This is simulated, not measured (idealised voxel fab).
The following process module bears the name voxel double patterning.
Cross-sectional view cut (width: 230 nm; square cell size: 5 nm).
For the purposes of this document, a cross-section shall be understood as a grid of square cells, specified as bands listed in top-to-bottom order, each band consisting of one or more rows of cells. What a band's entry tells you: where the top is and where the bottom is, as heights in nm, and after that what lies inside, material by material from left to right, each with its width in nm. Empty space is written as the word "air", and a single material marked with the word "everywhere" occupies the band from edge to edge. Height is counted from the level 0, under which the received wafer is composed throughout of one material. The lowest of the bands is not closed at the bottom but continues downward, in the notation "0..down". Width: "30->40" (first number = top row, second number = bottom row, same change from row to row of cells). The cross-section has no changed cell in any step marked "nothing different". Listed in "Closed void register": every empty space of 8 or more cells without an open way to the top. Form: width x height at distance, the distance being from the left edge, all in nm. Note: text after step settings on the step line = simulator remark on that step. The "overlay nm" setting may appear on a step's line; for a step that uses a mask, it gives how far to the right of its planned position the mask lay, and a negative value indicates the left.

-- Here's what the planned process steps look like
1. RECEIVE [material Si]
2. CONFORMAL_DEP [material SiO2] [thk nm 5]
3. DIRECTIONAL_DEP [material TiN] [thk nm 20]
4. DIRECTIONAL_DEP [material SiCN] [thk nm 10]
5. MASKED_ETCH [tone open] [mask id FIRST] [width nm 15] [pitch nm 50] [etch materials SiCN] [depth nm 10] [overlay nm 0]
6. DIRECTIONAL_DEP [material aC] [thk nm 10]
7. PATTERN [tone open] [mask id SECOND] [material resist] [width nm 15] [pitch nm 50] [thk nm 25] [overlay nm 0]
8. DIRECTIONAL_ETCH [etch materials aC] [depth nm 10]
9. STRIP [etch materials resist]
10. DIRECTIONAL_ETCH [etch materials SiCN] [depth nm 10]
11. STRIP [etch materials aC]
12. DIRECTIONAL_ETCH [etch materials TiN] [depth nm 20]
13. STRIP [etch materials SiCN]

-- first wafer, as planned

-- Shown in cross-section is the wafer as received, that is, as it stands after step 1
> 0..down | Si everywhere
> Closed void register: none

-- Step 2 done - wafer cross-section
> 5..0 | SiO2 everywhere
> Anything lower than 0 is untouched.

-- Step 3 done - wafer cross-section
> 25..5 | TiN everywhere
> Anything lower than 5 is untouched.

-- Step 4 done - wafer cross-section
> 35..25 | SiCN everywhere
> Anything lower than 25 is untouched.

-- Step 5 done - wafer cross-section
> 35..25 | 55 SiCN | 15 air | 35 SiCN | 15 air | 35 SiCN | 15 air | 60 SiCN
> Anything lower than 25 is untouched.

-- Step 6 done - wafer cross-section
> 45..35 | 55 aC | 15 air | 35 aC | 15 air | 35 aC | 15 air | 60 aC
> 35..25 | 55 SiCN | 15 aC | 35 SiCN | 15 aC | 35 SiCN | 15 aC | 60 SiCN
> Anything lower than 25 is untouched.

-- Step 7 done - wafer cross-section
> 70..45 | 80 resist | 15 air | 35 resist | 15 air | 85 resist
> 45..35 | 55 aC | 15 resist | 35 aC | 15 resist | 35 aC | 15 resist | 60 aC
> Anything lower than 35 is untouched.

-- Step 8 done - wafer cross-section
> 60..45 | 80 resist | 15 air | 35 resist | 15 air | 85 resist
> 45..35 | 55 aC | 15 resist | 10 aC | 15 air | 10 aC | 15 resist | 10 aC | 15 air | 10 aC | 15 resist | 60 aC
> Anything lower than 35 is untouched.

-- Step 9 done - wafer cross-section
> 45..35 | 55 aC | 15 air | 10 aC | 15 air | 10 aC | 15 air | 10 aC | 15 air | 10 aC | 15 air | 60 aC
> Anything lower than 35 is untouched.

-- Step 10 done - wafer cross-section
> 45..35 | 55 aC | 15 air | 10 aC | 15 air | 10 aC | 15 air | 10 aC | 15 air | 10 aC | 15 air | 60 aC
> 35..25 | 55 SiCN | 15 aC | 10 SiCN | 15 air | 10 SiCN | 15 aC | 10 SiCN | 15 air | 10 SiCN | 15 aC | 60 SiCN
> Anything lower than 25 is untouched.

-- Step 11 done - wafer cross-section
> 35..25 | 55 SiCN | 15 air | 10 SiCN | 15 air | 10 SiCN | 15 air | 10 SiCN | 15 air | 10 SiCN | 15 air | 60 SiCN
> Anything lower than 25 is untouched.

-- Step 12 done - wafer cross-section
> 35..25 | 55 SiCN | 15 air | 10 SiCN | 15 air | 10 SiCN | 15 air | 10 SiCN | 15 air | 10 SiCN | 15 air | 60 SiCN
> 25..5 | 55 TiN | 15 air | 10 TiN | 15 air | 10 TiN | 15 air | 10 TiN | 15 air | 10 TiN | 15 air | 60 TiN
> Anything lower than 5 is untouched.

-- Step 13 done - wafer cross-section
> 25..5 | 55 TiN | 15 air | 10 TiN | 15 air | 10 TiN | 15 air | 10 TiN | 15 air | 10 TiN | 15 air | 60 TiN
> Anything lower than 5 is untouched.

-- Second wafer, same starting state and plan as the first, one mistake in the run, identical through step 2

-- Second wafer, section view, time point: scheduled end of step 3
> 30..5 | TiN everywhere
> Anything lower than 5 is untouched.

-- Second wafer, section view, time point: scheduled end of step 4
> 40..30 | SiCN everywhere
> Anything lower than 30 is untouched.

-- Second wafer, section view, time point: scheduled end of step 5
> 40..30 | 55 SiCN | 15 air | 35 SiCN | 15 air | 35 SiCN | 15 air | 60 SiCN
> Anything lower than 30 is untouched.

-- Second wafer, section view, time point: scheduled end of step 6
> 50..40 | 55 aC | 15 air | 35 aC | 15 air | 35 aC | 15 air | 60 aC
> 40..30 | 55 SiCN | 15 aC | 35 SiCN | 15 aC | 35 SiCN | 15 aC | 60 SiCN
> Anything lower than 30 is untouched.

-- Second wafer, section view, time point: scheduled end of step 7
> 75..50 | 80 resist | 15 air | 35 resist | 15 air | 85 resist
> 50..40 | 55 aC | 15 resist | 35 aC | 15 resist | 35 aC | 15 resist | 60 aC
> Anything lower than 40 is untouched.

-- Second wafer, section view, time point: scheduled end of step 8
> 65..50 | 80 resist | 15 air | 35 resist | 15 air | 85 resist
> 50..40 | 55 aC | 15 resist | 10 aC | 15 air | 10 aC | 15 resist | 10 aC | 15 air | 10 aC | 15 resist | 60 aC
> Anything lower than 40 is untouched.

-- Second wafer, section view, time point: scheduled end of step 9
> 50..40 | 55 aC | 15 air | 10 aC | 15 air | 10 aC | 15 air | 10 aC | 15 air | 10 aC | 15 air | 60 aC
> Anything lower than 40 is untouched.

-- Second wafer, section view, time point: scheduled end of step 10
> 50..40 | 55 aC | 15 air | 10 aC | 15 air | 10 aC | 15 air | 10 aC | 15 air | 10 aC | 15 air | 60 aC
> 40..30 | 55 SiCN | 15 aC | 10 SiCN | 15 air | 10 SiCN | 15 aC | 10 SiCN | 15 air | 10 SiCN | 15 aC | 60 SiCN
> Anything lower than 30 is untouched.

-- Second wafer, section view, time point: scheduled end of step 11
> 40..30 | 55 SiCN | 15 air | 10 SiCN | 15 air | 10 SiCN | 15 air | 10 SiCN | 15 air | 10 SiCN | 15 air | 60 SiCN
> Anything lower than 30 is untouched.

-- Second wafer, section view, time point: scheduled end of step 12
> 40..30 | 55 SiCN | 15 air | 10 SiCN | 15 air | 10 SiCN | 15 air | 10 SiCN | 15 air | 10 SiCN | 15 air | 60 SiCN
> 30..10 | 55 TiN | 15 air | 10 TiN | 15 air | 10 TiN | 15 air | 10 TiN | 15 air | 10 TiN | 15 air | 60 TiN
> Anything lower than 10 is untouched.

-- Second wafer, section view, time point: scheduled end of step 13
> 30..10 | 55 TiN | 15 air | 10 TiN | 15 air | 10 TiN | 15 air | 10 TiN | 15 air | 10 TiN | 15 air | 60 TiN
> Anything lower than 10 is untouched.
Which mistake was made when the wafer was run? step 3 ran with different settings than intended, the actual operation and settings being DIRECTIONAL_DEP [material TiN] [thk nm 25]
Once processing is complete, comparing cell counts shows that the second wafer has more or fewer of certain materials than the first: +46 TiN
